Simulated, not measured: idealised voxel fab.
Process module, titled voxel wiring stack
Cross-sectional view cut (width: 140 nm; square cell size: 5 nm).
We lay out every cross-section as a grid of square cells and spell it out in bands from the top down, where one band means one or more rows of cells.
The band entry comprises the height of the band's top followed by the height of its bottom, expressed in nm, and subsequently the band's materials from left to right, each stated together with its width in nm. Where a single material is marked with the word "throughout", that material fills the band from edge to edge. The word "air" represents empty space.
Beneath 0, the wafer as received is one material, and that level is where height counting begins. The lowest band goes on downward without a bottom; it is written like "0 -> down".
Think of "30->40" as a width that walks from the first number to the second as you go down the band, top row to bottom row, taking equal-sized steps from row to row.
No cell of the cross-section changed in a step that is given as "nothing got changed".
Enclosed void entries: empty space of 8 cells or more with no open way to the top, each as width x height at its distance from the left edge, in nm
Note: text after step settings on the step line = simulator remark on that step.
A step's line can hold "overlay nm"; with a mask on that step, the setting says how far right of the planned place the mask lay, while a negative setting says it lay to the left.
**This section lists the process steps that were planned**
1. RECEIVE (material Si)
2. CONFORMAL_DEP (material SiO2; thk nm 10)
3. DIRECTIONAL_DEP (material TiN; thk nm 5)
4. DIRECTIONAL_DEP (material W; thk nm 25)
5. MASKED_ETCH (tone cover; mask id METAL_1; width nm 25; pitch nm 45; etch materials W; depth nm 25; overlay nm 0)
6. MASKED_ETCH (tone cover; mask id METAL_1; width nm 25; pitch nm 45; etch materials TiN; depth nm 5; overlay nm 0)
7. FILL_DEP (material SiO2; thk nm 5)
8. CMP (height nm 40)
9. CONFORMAL_DEP (material SiCN; thk nm 5)
10. DIRECTIONAL_DEP (material SiO2; thk nm 30)
11. PATTERN (tone open; mask id METAL_2_HOLES; material resist; width nm 15; pitch nm 45; thk nm 20; overlay nm 0)
12. DIRECTIONAL_ETCH (etch materials SiO2; depth nm 30)
13. STRIP (etch materials resist)
14. MASKED_ETCH (tone open; mask id METAL_2; width nm 25; pitch nm 45; etch materials SiO2; depth nm 20; overlay nm 0)
15. MASKED_ETCH (tone open; mask id METAL_2; width nm 25; pitch nm 45; etch materials SiCN; depth nm 5; overlay nm 0)
16. CONFORMAL_DEP (material TiN; thk nm 5)
17. FILL_DEP (material Cu; thk nm 10)
18. CMP (height nm 75)
19. CONFORMAL_DEP (material SiCN; thk nm 5)
20. DIRECTIONAL_DEP (material lowk; thk nm 10)
21. MASKED_ETCH (tone open; mask id PLUG_2; width nm 15; pitch nm 45; etch materials lowk; depth nm 10; overlay nm 0)
22. MASKED_ETCH (tone open; mask id PLUG_2; width nm 15; pitch nm 45; etch materials SiCN; depth nm 5; overlay nm 0)
23. EPI (material Ru; thk nm 10)
24. EPI (material Ru; thk nm 5)
25. DIRECTIONAL_DEP (material TiN; thk nm 5)
26. DIRECTIONAL_DEP (material W; thk nm 15)
27. DIRECTIONAL_DEP (material aC; thk nm 15)
28. PATTERN (tone cover; mask id METAL_3; material resist; width nm 25; pitch nm 45; thk nm 30; overlay nm 0)
29. DIRECTIONAL_ETCH (etch materials aC; depth nm 15)
30. STRIP (etch materials resist)
31. DIRECTIONAL_ETCH (etch materials W; depth nm 15)
32. DIRECTIONAL_ETCH (etch materials TiN; depth nm 5)
33. STRIP (etch materials aC)
34. CONFORMAL_DEP (material SiN; thk nm 5)
35. FILL_DEP (material SiO2; thk nm 5)
36. CMP (height nm 110)
37. CONFORMAL_DEP (material SiCN; thk nm 5)
**Cross-section of the wafer as it came to us, i.e., already through step 1**
  0 -> down  Si throughout
  Enclosed void entries: none
**Cross-sectional view of the first of the two wafers upon completion of the module, processed in accordance with the plan**
  115 -> 110  SiCN throughout
  110 -> 95  SiO2 30 nm, SiN 5 nm, W 25 nm, SiN 5 nm, SiO2 10 nm, SiN 5 nm, W 25 nm, SiN 5 nm, SiO2 30 nm
  95 -> 90  SiN 35 nm, TiN 25 nm, SiN 20 nm, TiN 25 nm, SiN 35 nm
  90 -> 80  lowk 35 nm, Ru 15 nm, lowk 30 nm, Ru 15 nm, lowk 45 nm
  80 -> 75  SiCN 35 nm, Ru 15 nm, SiCN 30 nm, Ru 15 nm, SiCN 45 nm
  75 -> 60  SiO2 35 nm, TiN 5 nm, Cu 15 nm, TiN 5 nm, SiO2 20 nm, TiN 5 nm, Cu 15 nm, TiN 5 nm, SiO2 35 nm
  60 -> 55  SiO2 35 nm, TiN 5 nm, Cu 5 nm, TiN 15 nm, SiO2 20 nm, TiN 5 nm, Cu 5 nm, TiN 15 nm, SiO2 35 nm
  55 -> 45  SiO2 35 nm, TiN 5 nm, Cu 5 nm, TiN 5 nm, SiO2 30 nm, TiN 5 nm, Cu 5 nm, TiN 5 nm, SiO2 45 nm
  45 -> 40  SiCN 35 nm, TiN 15 nm, SiCN 30 nm, TiN 15 nm, SiCN 45 nm
  40 -> 15  SiO2 35 nm, W 25 nm, SiO2 20 nm, W 25 nm, SiO2 35 nm
  15 -> 10  SiO2 35 nm, TiN 25 nm, SiO2 20 nm, TiN 25 nm, SiO2 35 nm
  10 -> 0  SiO2 throughout
  0 -> down  Si throughout
  Enclosed void entries: none
**This cross-section belongs to the second wafer of two at the end of the module; the start and the plan were shared with the first, and the run included one mistake**
  115 -> 110  SiCN throughout
  110 -> 95  Cu throughout
  95 -> 90  TiN throughout
  90 -> 80  lowk 35 nm, Ru 15 nm, lowk 30 nm, Ru 15 nm, lowk 45 nm
  80 -> 75  SiCN 35 nm, Ru 15 nm, SiCN 30 nm, Ru 15 nm, SiCN 45 nm
  75 -> 60  SiO2 35 nm, TiN 5 nm, Cu 15 nm, TiN 5 nm, SiO2 20 nm, TiN 5 nm, Cu 15 nm, TiN 5 nm, SiO2 35 nm
  60 -> 55  SiO2 35 nm, TiN 5 nm, Cu 5 nm, TiN 15 nm, SiO2 20 nm, TiN 5 nm, Cu 5 nm, TiN 15 nm, SiO2 35 nm
  55 -> 45  SiO2 35 nm, TiN 5 nm, Cu 5 nm, TiN 5 nm, SiO2 30 nm, TiN 5 nm, Cu 5 nm, TiN 5 nm, SiO2 45 nm
  45 -> 40  SiCN 35 nm, TiN 15 nm, SiCN 30 nm, TiN 15 nm, SiCN 45 nm
  40 -> 15  SiO2 35 nm, W 25 nm, SiO2 20 nm, W 25 nm, SiO2 35 nm
  15 -> 10  SiO2 35 nm, TiN 25 nm, SiO2 20 nm, TiN 25 nm, SiO2 35 nm
  10 -> 0  SiO2 throughout
  0 -> down  Si throughout
  Enclosed void entries: none
In executing the process, a mistake was made relative to the plan: step 26, actual vs plan mismatch, actual run DIRECTIONAL_DEP (material Cu; thk nm 15)
Final difference in cells, second wafer against first, listed per material as more or fewer: Cu +84 | SiN -30 | SiO2 -42 | TiN +18 | W -30
